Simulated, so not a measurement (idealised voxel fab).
This section sets out a process module, namely voxel self aligned contacts.
225 nm wide, 5 nm square cells: that's cross-section cut.
Cross-section = grid of square cells, listed top down in bands; band = one or more rows.
Band: top and bottom heights (nm) first, top before bottom; then materials from left to right, widths in nm. "everywhere" marks a sole material filling the band edge to edge. "blank" denotes empty space.
Height 0 is the level under which the wafer as received is all one material. The lowest band goes on downwards, as in "0 -> down".
The width entry "30 to 40" should be interpreted row by row: the top row of cells in the band takes the first number, the bottom row takes the second number, and the change between adjacent rows is uniform throughout.
For the purposes of this document, the phrase "same as before" attached to a step denotes that no cell within the cross-section was modified by that step.
The entry "Closed-off voids" lists the empty spaces that cover at least 8 cells and have no open path to the top. Each is written as width x height at distance, where the distance is measured from the left edge and all three values are in nm.
Past the settings on a step's line: simulator remark, on that step.
overlay nm: mask offset rightward from planned place, masked step; negative means leftward offset.

### Process steps foreseen in the plan
1. op RECEIVE | material Si
2. op CONFORMAL_DEP | material SiO2 | thk nm 5
3. op DIRECTIONAL_DEP | material polySi | thk nm 20
4. op DIRECTIONAL_DEP | material SiN | thk nm 10
5. op PATTERN | tone cover | mask id GATE | material resist | width nm 35 | pitch nm 65 | thk nm 15 | overlay nm 0
6. op DIRECTIONAL_ETCH | etch materials SiN | depth nm 20
7. op DIRECTIONAL_ETCH | etch materials polySi | depth nm 20
8. op STRIP | etch materials resist
9. op CONFORMAL_DEP | material SiN | thk nm 5
10. op DIRECTIONAL_ETCH | etch materials SiN | depth nm 5
11. op FILL_DEP | material SiO2 | thk nm 15
12. op CMP | height nm 50
13. op PATTERN | tone open | mask id CONTACT | material resist | width nm 40 | thk nm 15 | overlay nm 0
14. op DIRECTIONAL_ETCH | etch materials SiO2 | depth nm 50
15. op STRIP | etch materials resist
16. op CONFORMAL_DEP | material TiN | thk nm 5
17. op FILL_DEP | material Ru | thk nm 10
18. op CMP | height nm 50
19. op CONFORMAL_DEP | material SiCN | thk nm 5
The value of thk nm given for step 4 in the plan refers to the first wafer; the wafers vary in this setting and are alike at the start.

### Cross-section of the first of several wafers on receipt, reflecting completion of step 1
> 0 -> down  Si everywhere
> Closed-off voids: none

### each wafer at the end: cells of each material gained (+) or lost (-) since it was received, then its closed voids
thk nm 10 | +26 Ru | +45 SiCN | +52 SiN | +290 SiO2 | +26 TiN | +56 polySi | Closed-off voids: none
thk nm 15 | +22 Ru | +45 SiCN | +70 SiN | +276 SiO2 | +26 TiN | +56 polySi | Closed-off voids: none
thk nm 20 | +18 Ru | +45 SiCN | +88 SiN | +262 SiO2 | +26 TiN | +56 polySi | Closed-off voids: none
thk nm 25 | +6 Ru | +45 SiCN | +117 SiN | +137 SiO2 | +10 TiN | +180 polySi | Closed-off voids: none
thk nm 30 | +4 Ru | +45 SiCN | +144 SiN | +114 SiO2 | +8 TiN | +180 polySi | Closed-off voids: none
thk nm 35 | +2 Ru | +45 SiCN | +171 SiN | +91 SiO2 | +6 TiN | +180 polySi | Closed-off voids: none
